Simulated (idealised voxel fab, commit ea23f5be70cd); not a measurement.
This section sets out a process module, namely voxel quadruple lines.
Square cells of 5 nm make up the cross-section cut, whose width is 180 nm.
A cross-section is written here as square cells arranged in a grid, and it is given in bands from the top down, each band taking up one or more rows of cells. Top height, bottom height, nm. Materials left to right, width each, nm. Single material + "everywhere" = fills band edge to edge. "empty" = empty. The reference from which all heights are counted is 0, the level beneath which the as-received wafer is entirely one material; the lowest band, having no lower bound, proceeds downward and is written after the example "0 and below". Width: "30 to 40" (first number = top row, second number = bottom row, same change from row to row of cells). "no change occurred" -> step changed no cross-section cell. Empty spaces counting at least 8 cells and having no open way to the top are listed in "Sealed internal voids". The notation width x height at distance is used for each, the distance being from the left edge and all three values in nm. That trailing text on a step's line, after the settings, is the simulator's own remark on the step. A step's line can hold "overlay nm"; with a mask on that step, the setting says how far right of the planned place the mask lay, while a negative setting says it lay to the left.
These are the steps we planned for the process:
- 1: RECEIVE (material Si)
- 2: CONFORMAL_DEP (material Al2O3; thk nm 5)
- 3: DIRECTIONAL_DEP (material TiN; thk nm 10)
- 4: DIRECTIONAL_DEP (material polySi; thk nm 15)
- 5: DIRECTIONAL_DEP (material aC; thk nm 25)
- 6: PATTERN (tone cover; mask id MANDREL; material resist; width nm 25; thk nm 35; overlay nm 0)
- 7: DIRECTIONAL_ETCH (etch materials aC; depth nm 25)
- 8: STRIP (etch materials resist)
- 9: CONFORMAL_DEP (material SiO2; thk nm 15)
- 10: DIRECTIONAL_ETCH (etch materials SiO2; depth nm 15)
- 11: STRIP (etch materials aC)
- 12: DIRECTIONAL_ETCH (etch materials polySi; depth nm 15)
- 13: STRIP (etch materials SiO2)
- 14: CONFORMAL_DEP (material SiCN; thk nm 5)
- 15: DIRECTIONAL_ETCH (etch materials SiCN; depth nm 5)
- 16: STRIP (etch materials polySi)
- 17: DIRECTIONAL_ETCH (etch materials TiN; depth nm 10)
- 18: STRIP (etch materials SiCN)
The cross-section here shows the wafer as received, i.e. in its state after step 1:
- 0 and below | Si everywhere
- Sealed internal voids: none
What the wafer looks like in cross-section after this module, when it starts as shown above and follows the plan above but one mistake is made in running it:
- 15 down to 5 | empty=65, TiN=5, empty=15, TiN=5, empty=15, TiN=5, empty=15, TiN=5, empty=50
- 5 down to 0 | Al2O3 everywhere
- 0 and below | Si everywhere
- Sealed internal voids: none
What broke from the plan during processing? rather than as planned, step 6 actually ran as PATTERN (tone cover; mask id MANDREL; material resist; width nm 25; thk nm 35; overlay nm 10)
